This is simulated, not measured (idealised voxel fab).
The process module presented herein is designated voxel capacitor over wiring.
The cross-section shown here is cut; it is 185 nm wide and divided into square cells measuring 5 nm on a side.
Bands, listed from the top down, are how a cross-section gets written in this document; the cross-section itself is a grid of square cells, and a band is one or more rows of them.
This entry defines a band. It first specifies the height of the band's top and the height of its bottom in nm, and then specifies the band's materials from left to right, stating each material with its width in nm. The word "edge to edge" identifies a single material that fills the band from edge to edge, while the word "air" identifies empty space.
Measure heights from 0. That's the level where, below it, the as-received wafer is all one material. The lowest band is bottomless and extends downward; write it as in "0 down".
The expression "30..40" gives the width at the extremes of the band, the first number at its top row of cells and the second at its bottom row, with the width changing by equal amounts from each row to the next in between.
When a step is marked "nothing changed", none of the cells in the cross-section changed during that step.
"Enclosed empty spaces": empty spaces of 8 cells or more with no open way to the top, each given as width x height at distance, distance from the left edge, all in nm.
Note: text after step settings on the step line = simulator remark on that step.
"overlay nm" answers the question of how far to the right of plan the mask lay on a step that has a mask, and when it is negative the answer is to the left.
Intended process steps:
1,RECEIVE (material Si)
2,CONFORMAL_DEP (material SiO2; thk nm 15)
3,CONFORMAL_DEP (material SiCN; thk nm 5)
4,DIRECTIONAL_DEP (material lowk; thk nm 20)
5,DIRECTIONAL_DEP (material aC; thk nm 15)
6,PATTERN (tone open; mask id METAL_1; material resist; width nm 20; pitch nm 75; thk nm 35; overlay nm 0)
7,DIRECTIONAL_ETCH (etch materials aC; depth nm 15)
8,STRIP (etch materials resist)
9,DIRECTIONAL_ETCH (etch materials lowk; depth nm 20)
10,DIRECTIONAL_ETCH (etch materials SiCN; depth nm 5)
11,STRIP (etch materials aC)
12,CONFORMAL_DEP (material TiN; thk nm 5)
13,FILL_DEP (material W; thk nm 5)
14,CMP (height nm 40)
15,CONFORMAL_DEP (material SiCN; thk nm 5)
16,DIRECTIONAL_DEP (material SiO2; thk nm 15)
17,PATTERN (tone open; mask id PLUG_1; material resist; width nm 15; thk nm 20; overlay nm 0)
18,DIRECTIONAL_ETCH (etch materials SiO2; depth nm 15)
19,DIRECTIONAL_ETCH (etch materials SiCN; depth nm 5)
20,STRIP (etch materials resist)
21,EPI (material Ru; thk nm 10)
22,EPI (material Ru; thk nm 10)
23,DIRECTIONAL_DEP (material TiN; thk nm 5)
24,DIRECTIONAL_DEP (material Al2O3; thk nm 5)
25,DIRECTIONAL_DEP (material TiN; thk nm 5)
26,DIRECTIONAL_DEP (material aC; thk nm 15)
27,PATTERN (tone cover; mask id UPPER_PLATE; material resist; width nm 60; thk nm 30; overlay nm 0)
28,DIRECTIONAL_ETCH (etch materials aC; depth nm 15)
29,STRIP (etch materials resist)
30,DIRECTIONAL_ETCH (etch materials TiN; depth nm 5)
31,DIRECTIONAL_ETCH (etch materials Al2O3; depth nm 5)
32,STRIP (etch materials aC)
33,PATTERN (tone cover; mask id LOWER_PLATE; material resist; width nm 70; thk nm 20; overlay nm 0)
34,DIRECTIONAL_ETCH (etch materials TiN; depth nm 5)
35,STRIP (etch materials resist)
36,FILL_DEP (material SiO2; thk nm 15)
37,CMP (height nm 85)
38,MASKED_ETCH (tone open; mask id PLUG_2; width nm 15; etch materials SiO2; depth nm 10; overlay nm 0)
39,CONFORMAL_DEP (material TiN; thk nm 5)
40,FILL_DEP (material Ru; thk nm 5)
41,CMP (height nm 85)
42,CONFORMAL_DEP (material SiN; thk nm 5)
Cross-section of the wafer upon arrival, representing the state reached after step 1:
	0 down: Si edge to edge
	Enclosed empty spaces: none
End-of-module XS, first of two wafers, run as planned:
	90 to 85: SiN edge to edge
	85 to 80: 60 SiO2  5 TiN  5 Ru  5 TiN  110 SiO2
	80 to 70: 60..50 SiO2  15..60 TiN  110..75 SiO2
	70 to 65: 50 SiO2  60 Al2O3  75 SiO2
	65 to 60: 45 SiO2  70 TiN  70 SiO2
	60 to 45: 50 SiO2  15 Ru  120 SiO2
	45 to 40: 50 SiCN  15 Ru  120 SiCN
	40 to 20: 45 lowk  5 TiN  10 W  5 TiN  55 lowk  5 TiN  10 W  5 TiN  45 lowk
	20 to 15: 45 SiCN  20 TiN  55 SiCN  20 TiN  45 SiCN
	15 to 0: SiO2 edge to edge
	0 down: Si edge to edge
	Enclosed empty spaces: none
So this is wafer number two of the two, cut at the end of the module - it started where the first did and had the same plan, we just got one thing wrong running it:
	90 to 85: SiN edge to edge
	85 to 80: 65 SiO2  5 TiN  5 Ru  5 TiN  105 SiO2
	80 to 70: 65..50 SiO2  15..60 TiN  105..75 SiO2
	70 to 65: 50 SiO2  60 Al2O3  75 SiO2
	65 to 60: 45 SiO2  70 TiN  70 SiO2
	60 to 45: 50 SiO2  15 Ru  120 SiO2
	45 to 40: 50 SiCN  15 Ru  120 SiCN
	40 to 20: 45 lowk  5 TiN  10 W  5 TiN  55 lowk  5 TiN  10 W  5 TiN  45 lowk
	20 to 15: 45 SiCN  20 TiN  55 SiCN  20 TiN  45 SiCN
	15 to 0: SiO2 edge to edge
	0 down: Si edge to edge
	Enclosed empty spaces: none
Run error: it should be noted that step 38 was executed with settings other than those planned, the operation and settings actually applied being MASKED_ETCH (tone open; mask id PLUG_2; width nm 15; etch materials SiO2; depth nm 10; overlay nm 5)
Tallied in cells, the final second wafer holds each material in the same quantity as the first, although not at the same places.
